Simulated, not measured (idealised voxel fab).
process module | voxel released beams
cross-section cut | 255 nm wide | cells 5 nm
A cross-section is a grid of square cells, given in bands from the top down. A band is one or more rows of cells.
Each band's line starts with the height of the band's top and of its bottom, in nm. Then come its materials from left to right, each with its width in nm. One material with "throughout" fills the band from edge to edge. "air" is empty space.
Height 0 is the level under which the wafer as received is all one material. The lowest band goes on downwards, as in "0 down".
A width such as "30 to 40" changes by the same amount from each row of cells to the next, from the band's top row to its bottom row.
"no change" after a step means that no cell of the cross-section changed.
closed voids: empty space of 8 cells or more with no open way to the top, each as width x height at its distance from the left edge, in nm
after a step's settings: what the simulator itself notes on the step
overlay nm, on a step with a mask: how far to the right of its planned place the mask lay; to the left if negative
plan
1 op RECEIVE | material Si
2 op CONFORMAL_DEP | material Al2O3 | thk nm 10
3 op DIRECTIONAL_DEP | material SiO2 | thk nm 10
4 op DIRECTIONAL_DEP | material aC | thk nm 15
5 op PATTERN | tone open | mask id ANCHOR | material resist | width nm 30 | thk nm 35 | overlay nm 0
6 op DIRECTIONAL_ETCH | etch materials aC | depth nm 15
7 op STRIP | etch materials resist
8 op DIRECTIONAL_ETCH | etch materials SiO2 | depth nm 10
9 op STRIP | etch materials aC
10 op CONFORMAL_DEP | material SiN | thk nm 10
11 op MASKED_ETCH | tone cover | mask id BEAM | width nm 100 | etch materials SiN | depth nm 10 | overlay nm 0
12 op STRIP | etch materials SiO2
as received, after step 1
  0 down: Si throughout
  closed voids: none
a wafer at the end: this start, this plan, one mistake
  30 to 25: air 75 | SiN 15 | air 10 | SiN 75 | air 80
  25 to 20: SiN 90 | air 10 | SiN 155
  20 to 10: SiO2 80 | SiN 30 | SiO2 145
  10 to 0: Al2O3 throughout
  0 down: Si throughout
  closed voids: none
what went wrong: step 11 ran as: op MASKED_ETCH | tone cover | mask id BEAM | width nm 100 | etch materials SiN | depth nm 5 | overlay nm 0
